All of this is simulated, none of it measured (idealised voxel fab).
process module | voxel self aligned contacts
cross-section cut | 220 nm wide | cells 5 nm
A cross-section is a grid of square cells, given in bands from the top down. A band is one or more rows of cells.
Each band's line starts with the height of the band's top and of its bottom, in nm. Then come its materials from left to right, each with its width in nm. One material with "throughout" fills the band from edge to edge. "air" is empty space.
Height 0 is the level under which the wafer as received is all one material. The lowest band goes on downwards, as in "0 down".
A width such as "30 to 40" changes by the same amount from each row of cells to the next, from the band's top row to its bottom row.
"no change" after a step means that no cell of the cross-section changed.
closed voids: empty space of 8 cells or more with no open way to the top, each as width x height at its distance from the left edge, in nm
after a step's settings: what the simulator itself notes on the step
overlay nm, on a step with a mask: how far to the right of its planned place the mask lay; to the left if negative
plan
1 op RECEIVE | material Si
2 op CONFORMAL_DEP | material SiO2 | thk nm 5
3 op DIRECTIONAL_DEP | material polySi | thk nm 25
4 op DIRECTIONAL_DEP | material SiN | thk nm 25
5 op PATTERN | tone cover | mask id GATE | material resist | width nm 30 | pitch nm 75 | thk nm 20 | overlay nm 0
6 op DIRECTIONAL_ETCH | etch materials SiN | depth nm 25
7 op DIRECTIONAL_ETCH | etch materials polySi | depth nm 25
8 op STRIP | etch materials resist
9 op CONFORMAL_DEP | material SiN | thk nm 10
10 op DIRECTIONAL_ETCH | etch materials SiN | depth nm 10
11 op FILL_DEP | material SiO2 | thk nm 15
12 op CMP | height nm 60
13 op MASKED_ETCH | tone open | mask id CONTACT | width nm 55 | etch materials SiO2 | depth nm 60 | overlay nm 0
14 op CONFORMAL_DEP | material TiN | thk nm 5
15 op FILL_DEP | material W | thk nm 5
16 op CMP | height nm 60
17 op CONFORMAL_DEP | material SiCN | thk nm 5
as received, after step 1
  0 down: Si throughout
  closed voids: none
first wafer at the end, as planned
  65 to 60: SiCN throughout
  60 to 55: SiO2 80 | TiN 20 | W 15 | TiN 20 | SiO2 85
  55 to 30: SiO2 45 | SiN 50 | TiN 5 | W 15 | TiN 5 | SiN 50 | SiO2 50
  30 to 5: SiO2 45 | SiN 10 | polySi 30 | SiN 10 | TiN 5 | W 15 | TiN 5 | SiN 10 | polySi 30 | SiN 10 | SiO2 50
  5 to 0: SiO2 95 | TiN 25 | SiO2 100
  0 down: Si throughout
  closed voids: none
second wafer at the end: like start, like plan, one mistake
  65 to 60: SiCN throughout
  60 to 55: SiO2 80 | TiN 20 | W 15 | TiN 20 | SiO2 85
  55 to 30: SiO2 45 | SiN 50 | TiN 5 | W 15 | TiN 5 | SiN 50 | SiO2 50
  30 to 25: SiO2 95 | TiN 25 | SiO2 100
  25 to 0: polySi throughout
  0 down: Si throughout
  closed voids: none
what went wrong: steps 2 and 3 were swapped
at the end the second wafer has, in cells: 40 fewer of SiN | 95 fewer of SiO2 | 10 fewer of TiN | 15 fewer of W | 160 more of polySi
